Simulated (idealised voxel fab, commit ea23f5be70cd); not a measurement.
Name of the process module below: voxel spacer lines
Each square cell in cross-section cut measures 5 nm, and the section as a whole is 275 nm wide.
Notation: cross-section as square-cell grid; stated in bands, top first, going down; one or more cell rows per band.
Top height, bottom height, nm. Materials left to right, width each, nm. Single material + "throughout" = fills band edge to edge. "air" = empty.
Below 0: as-received wafer, all one material; heights counted from there. Lowest band: no bottom, goes on down, written "z 0 and below".
Top row gets the first number, bottom row gets the second, and each row in between changes by the same step: that is how a band width like "30->40" works.
Key: "remains unaltered" - step with no changed cell in the cross-section.
Under "Enclosed void catalog" you'll find the enclosed gaps, the ones with no way out to the top, that are 8 cells or bigger; each reads width x height at distance, with distance counted from the left edge, everything in nm.
Note: text after step settings on the step line = simulator remark on that step.
A step's line can hold "overlay nm"; with a mask on that step, the setting says how far right of the planned place the mask lay, while a negative setting says it lay to the left.
The steps planned for the process are as follows
1,RECEIVE (material Si)
2,CONFORMAL_DEP (material Al2O3; thk nm 5)
3,DIRECTIONAL_DEP (material polySi; thk nm 15)
4,DIRECTIONAL_DEP (material aC; thk nm 20)
5,PATTERN (tone cover; mask id MANDREL; material resist; width nm 15; pitch nm 50; thk nm 25; overlay nm 0)
6,DIRECTIONAL_ETCH (etch materials aC; depth nm 20)
7,STRIP (etch materials resist)
8,CONFORMAL_DEP (material SiO2; thk nm 10)
9,DIRECTIONAL_ETCH (etch materials SiO2; depth nm 10)
10,STRIP (etch materials aC)
11,DIRECTIONAL_ETCH (etch materials polySi; depth nm 15)
12,STRIP (etch materials SiO2)
Concerning the first of two wafers, which was run in accordance with the plan
Cross-section of the wafer as it came to us, i.e., already through step 1
	z 0 and below | Si throughout
	Enclosed void catalog: none
Take a look at the wafer's cross-section after step 2
	z 5 to 0 | Al2O3 throughout
	At heights below 0, the structure remains unaltered.
Take a look at the wafer's cross-section after step 3
	z 20 to 5 | polySi throughout
	At heights below 5, the structure remains unaltered.
Take a look at the wafer's cross-section after step 4
	z 40 to 20 | aC throughout
	At heights below 20, the structure remains unaltered.
Take a look at the wafer's cross-section after step 5
	z 65 to 40 | air 105 nm, resist 15 nm, air 35 nm, resist 15 nm, air 105 nm
	At heights below 40, the structure remains unaltered.
Take a look at the wafer's cross-section after step 6
	z 45 to 40 | air 105 nm, resist 15 nm, air 35 nm, resist 15 nm, air 105 nm
	z 40 to 20 | air 105 nm, aC 15 nm, air 35 nm, aC 15 nm, air 105 nm
	At heights below 20, the structure remains unaltered.
Take a look at the wafer's cross-section after step 7
	z 40 to 20 | air 105 nm, aC 15 nm, air 35 nm, aC 15 nm, air 105 nm
	At heights below 20, the structure remains unaltered.
Take a look at the wafer's cross-section after step 8
	z 50 to 40 | air 95 nm, SiO2 35 nm, air 15 nm, SiO2 35 nm, air 95 nm
	z 40 to 30 | air 95 nm, SiO2 10 nm, aC 15 nm, SiO2 10 nm, air 15 nm, SiO2 10 nm, aC 15 nm, SiO2 10 nm, air 95 nm
	z 30 to 20 | SiO2 105 nm, aC 15 nm, SiO2 35 nm, aC 15 nm, SiO2 105 nm
	At heights below 20, the structure remains unaltered.
Take a look at the wafer's cross-section after step 9
	z 40 to 20 | air 95 nm, SiO2 10 nm, aC 15 nm, SiO2 10 nm, air 15 nm, SiO2 10 nm, aC 15 nm, SiO2 10 nm, air 95 nm
	At heights below 20, the structure remains unaltered.
Take a look at the wafer's cross-section after step 10
	z 40 to 20 | air 95 nm, SiO2 10 nm, air 15 nm, SiO2 10 nm, air 15 nm, SiO2 10 nm, air 15 nm, SiO2 10 nm, air 95 nm
	At heights below 20, the structure remains unaltered.
Take a look at the wafer's cross-section after step 11
	z 40 to 20 | air 95 nm, SiO2 10 nm, air 15 nm, SiO2 10 nm, air 15 nm, SiO2 10 nm, air 15 nm, SiO2 10 nm, air 95 nm
	z 20 to 5 | air 95 nm, polySi 10 nm, air 15 nm, polySi 10 nm, air 15 nm, polySi 10 nm, air 15 nm, polySi 10 nm, air 95 nm
	At heights below 5, the structure remains unaltered.
Take a look at the wafer's cross-section after step 12
	z 20 to 5 | air 95 nm, polySi 10 nm, air 15 nm, polySi 10 nm, air 15 nm, polySi 10 nm, air 15 nm, polySi 10 nm, air 95 nm
	At heights below 5, the structure remains unaltered.
Wafer two: like wafer one in start and plan, but with one mistake in execution; identical up to and including step 4
when step 5 should have ended
	z 65 to 40 | air 95 nm, resist 15 nm, air 35 nm, resist 15 nm, air 115 nm
	At heights below 40, the structure remains unaltered.
when step 6 should have ended
	z 45 to 40 | air 95 nm, resist 15 nm, air 35 nm, resist 15 nm, air 115 nm
	z 40 to 20 | air 95 nm, aC 15 nm, air 35 nm, aC 15 nm, air 115 nm
	At heights below 20, the structure remains unaltered.
when step 7 should have ended
	z 40 to 20 | air 95 nm, aC 15 nm, air 35 nm, aC 15 nm, air 115 nm
	At heights below 20, the structure remains unaltered.
when step 8 should have ended
	z 50 to 40 | air 85 nm, SiO2 35 nm, air 15 nm, SiO2 35 nm, air 105 nm
	z 40 to 30 | air 85 nm, SiO2 10 nm, aC 15 nm, SiO2 10 nm, air 15 nm, SiO2 10 nm, aC 15 nm, SiO2 10 nm, air 105 nm
	z 30 to 20 | SiO2 95 nm, aC 15 nm, SiO2 35 nm, aC 15 nm, SiO2 115 nm
	At heights below 20, the structure remains unaltered.
when step 9 should have ended
	z 40 to 20 | air 85 nm, SiO2 10 nm, aC 15 nm, SiO2 10 nm, air 15 nm, SiO2 10 nm, aC 15 nm, SiO2 10 nm, air 105 nm
	At heights below 20, the structure remains unaltered.
when step 10 should have ended
	z 40 to 20 | air 85 nm, SiO2 10 nm, air 15 nm, SiO2 10 nm, air 15 nm, SiO2 10 nm, air 15 nm, SiO2 10 nm, air 105 nm
	At heights below 20, the structure remains unaltered.
when step 11 should have ended
	z 40 to 20 | air 85 nm, SiO2 10 nm, air 15 nm, SiO2 10 nm, air 15 nm, SiO2 10 nm, air 15 nm, SiO2 10 nm, air 105 nm
	z 20 to 5 | air 85 nm, polySi 10 nm, air 15 nm, polySi 10 nm, air 15 nm, polySi 10 nm, air 15 nm, polySi 10 nm, air 105 nm
	At heights below 5, the structure remains unaltered.
when step 12 should have ended
	z 20 to 5 | air 85 nm, polySi 10 nm, air 15 nm, polySi 10 nm, air 15 nm, polySi 10 nm, air 15 nm, polySi 10 nm, air 105 nm
	At heights below 5, the structure remains unaltered.
So what did we get wrong on this run? planned and actual differ for step 5; actual: PATTERN (tone cover; mask id MANDREL; material resist; width nm 15; pitch nm 50; thk nm 25; overlay nm -10)
If you tally the cells, the second wafer ends up with the same amount of every material as the first; it's all just sitting in different places.
